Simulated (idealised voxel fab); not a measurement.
Process module heading - voxel spacer lines
Section cut is 175 nm wide and gridded with 5 nm square cells.
The cross-sections in this document take the form of a grid made of square cells. They are written out as bands, in order from top to bottom. Each band consists of one or more rows of cells.
First you get the band's top height and its bottom height, in nm, and then the materials it's made of, left to right, with each width in nm. If you see a single material with "full width", that one covers the band edge to edge. "empty" is empty space.
Heights from 0 (as-received wafer is one material below). Bottom band endless downward, as "z 0 and below".
The notation "30 to 40" denotes a width that varies across the rows of cells in the band, beginning at the first number in the top row, finishing at the second number in the bottom row, and changing by an identical amount from each row to the next.
Step marked "no alterations made"? Then no cell in the cross-section changed in it.
Voids lacking openings: empty space of 8 cells or more with no open way to the top, each as width x height at its distance from the left edge, in nm
It should be noted that, on the line of a given step, the content following the step's settings is a remark produced by the simulator itself with respect to that step.
You can add "overlay nm" to a step's line. For a step with a mask, it describes how far the mask lay to the right of its planned position, and a negative number describes a lay to the left.
**So here's the lineup of process steps we planned**
1) RECEIVE | material Si
2) CONFORMAL_DEP | material Al2O3 | thk nm 5
3) DIRECTIONAL_DEP | material TiN | thk nm 20
4) DIRECTIONAL_DEP | material aC | thk nm 30
5) PATTERN | tone cover | mask id MANDREL | material resist | width nm 20 | pitch nm 60 | thk nm 40 | overlay nm 0
6) DIRECTIONAL_ETCH | etch materials aC | depth nm 30
7) STRIP | etch materials resist
8) CONFORMAL_DEP | material SiO2 | thk nm 10
9) DIRECTIONAL_ETCH | etch materials SiO2 | depth nm 10
10) STRIP | etch materials aC
11) DIRECTIONAL_ETCH | etch materials TiN | depth nm 20
12) STRIP | etch materials SiO2
**This is the cross-section of the wafer as we received it, i.e. after step 1**
	z 0 and below: Si full width
	Voids lacking openings: none
**Module complete, cross-section. Starting point and plan per above. One mistake made in running the module**
	z 65 to 55: 5 nm empty / 40 nm Al2O3 / 20 nm empty / 40 nm Al2O3 / 20 nm empty / 40 nm Al2O3 / 10 nm empty
	z 55 to 35: 5 nm empty / 10 nm Al2O3 / 20 nm aC / 10 nm Al2O3 / 20 nm empty / 10 nm Al2O3 / 20 nm aC / 10 nm Al2O3 / 20 nm empty / 10 nm Al2O3 / 20 nm aC / 10 nm Al2O3 / 10 nm empty
	z 35 to 25: 15 nm Al2O3 / 20 nm aC / 40 nm Al2O3 / 20 nm aC / 40 nm Al2O3 / 20 nm aC / 20 nm Al2O3
	z 25 to 5: TiN full width
	z 5 to 0: Al2O3 full width
	z 0 and below: Si full width
	Voids lacking openings: none
Plan not followed: step 8 ran differently from the plan; actual operation with settings: CONFORMAL_DEP | material Al2O3 | thk nm 10
